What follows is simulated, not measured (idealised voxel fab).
This section sets out a process module, namely voxel local oxidation.
Xsec cut, 240 nm wide, square cell size 5 nm.
The cross-sections in this document take the form of a grid made of square cells. They are written out as bands, in order from top to bottom. Each band consists of one or more rows of cells. In this notation a band is specified by the heights of its top and bottom, in that order and in nm, after which its materials appear from left to right, each paired with its width in nm. The word "all across" attached to a single material means that material fills the band from edge to edge; the word "air" stands for empty space. Heights are expressed relative to 0, this being the level below which the as-received wafer comprises one material exclusively. The lowest band is unbounded in the downward direction and is denoted as in "top 0, no bottom". A width given as "30 to 40" starts at the first number in the band's top row and ends at the second number in its bottom row, shifting by an equal amount at every step from row to row. No cell of the cross-section changed in a step that is given as "no modification". If an empty space has no open way to the top and is at least 8 cells in size, "Enclosed cavity list" lists it, written width x height at distance, where distance is measured from the left edge and every value is in nm. If you see something after the settings on a step's line, that's the simulator's own remark about that step. overlay nm, on a step with a mask: how far to the right of its planned place the mask lay; to the left if negative.

### The steps planned for the process are as follows
1: RECEIVE with material Si
2: CONFORMAL_DEP with material SiO2, thk nm 5
3: CONFORMAL_DEP with material SiN, thk nm 10
4: DIRECTIONAL_DEP with material aC, thk nm 15
5: PATTERN with tone cover, mask id ACTIVE, material resist, width nm 115, thk nm 30, overlay nm 0
6: DIRECTIONAL_ETCH with etch materials aC, depth nm 15
7: STRIP with etch materials resist
8: DIRECTIONAL_ETCH with etch materials SiN, depth nm 10
9: STRIP with etch materials aC
10: SELECTIVE_ETCH with etch materials SiO2, depth nm 5
11: OXIDIZE with depth nm 10
12: STRIP with etch materials SiN

### So, the first of our two wafers, run just as we planned it

### This is the cross-section of the wafer as we received it, i.e. after step 1
  top 0, no bottom  Si all across
  Enclosed cavity list: none

### Sectional view: wafer, after step 2
  top 5, bottom 0  SiO2 all across
  Note: structure below 0 unchanged.

### Sectional view: wafer, after step 3
  top 15, bottom 5  SiN all across
  Note: structure below 5 unchanged.

### Sectional view: wafer, after step 4
  top 30, bottom 15  aC all across
  Note: structure below 15 unchanged.

### Sectional view: wafer, after step 5
  top 60, bottom 30  air 60 nm / resist 115 nm / air 65 nm
  Note: structure below 30 unchanged.

### Sectional view: wafer, after step 6
  top 45, bottom 30  air 60 nm / resist 115 nm / air 65 nm
  top 30, bottom 15  air 60 nm / aC 115 nm / air 65 nm
  Note: structure below 15 unchanged.

### Sectional view: wafer, after step 7
  top 30, bottom 15  air 60 nm / aC 115 nm / air 65 nm
  Note: structure below 15 unchanged.

### Sectional view: wafer, after step 8
  top 30, bottom 15  air 60 nm / aC 115 nm / air 65 nm
  top 15, bottom 5  air 60 nm / SiN 115 nm / air 65 nm
  Note: structure below 5 unchanged.

### Sectional view: wafer, after step 9
  top 15, bottom 5  air 60 nm / SiN 115 nm / air 65 nm
  Note: structure below 5 unchanged.

### Sectional view: wafer, after step 10
  top 15, bottom 5  air 60 nm / SiN 115 nm / air 65 nm
  top 5, bottom 0  air 65 nm / SiO2 105 nm / air 70 nm
  Note: structure below 0 unchanged.

### Sectional view: wafer, after step 11
  top 15, bottom 5  air 60 nm / SiN 115 nm / air 65 nm
  top 5, bottom 0  air 65 nm / SiO2 105 nm / air 70 nm
  top 0, bottom -10  SiO2 75 nm / Si 85 nm / SiO2 80 nm
  Note: structure below -10 unchanged.

### Sectional view: wafer, after step 12
  top 5, bottom 0  air 65 nm / SiO2 105 nm / air 70 nm
  Note: structure below 0 unchanged.

### The Second Wafer: Common Origin and Plan, One Mistake in Execution, Identical to the First Through Step 2

### Second wafer, section view, time point: scheduled end of step 3
  top 15, bottom 0  SiO2 all across
  Note: structure below 0 unchanged.

### Second wafer, section view, time point: scheduled end of step 4
  top 30, bottom 15  aC all across
  Note: structure below 15 unchanged.

### Second wafer, section view, time point: scheduled end of step 5
  top 60, bottom 30  air 60 nm / resist 115 nm / air 65 nm
  Note: structure below 30 unchanged.

### Second wafer, section view, time point: scheduled end of step 6
  top 45, bottom 30  air 60 nm / resist 115 nm / air 65 nm
  top 30, bottom 15  air 60 nm / aC 115 nm / air 65 nm
  Note: structure below 15 unchanged.

### Second wafer, section view, time point: scheduled end of step 7
  top 30, bottom 15  air 60 nm / aC 115 nm / air 65 nm
  Note: structure below 15 unchanged.

Second wafer, section view, time point: scheduled end of step 8: no modification

### Second wafer, section view, time point: scheduled end of step 9
  top 15, bottom 0  SiO2 all across
  Note: structure below 0 unchanged.

### Second wafer, section view, time point: scheduled end of step 10
  top 10, bottom 0  SiO2 all across
  Note: structure below 0 unchanged.

Second wafer, section view, time point: scheduled end of step 11: no modification

Second wafer, section view, time point: scheduled end of step 12: no modification
Want to know what went wrong? it should be noted that step 3 was executed with settings other than those planned, the operation and settings actually applied being CONFORMAL_DEP with material SiO2, thk nm 10
It is noted that, at the conclusion of processing, the second wafer exhibits a higher or lower cell count for certain materials relative to the first: Si: 62 more | SiO2: 13 more
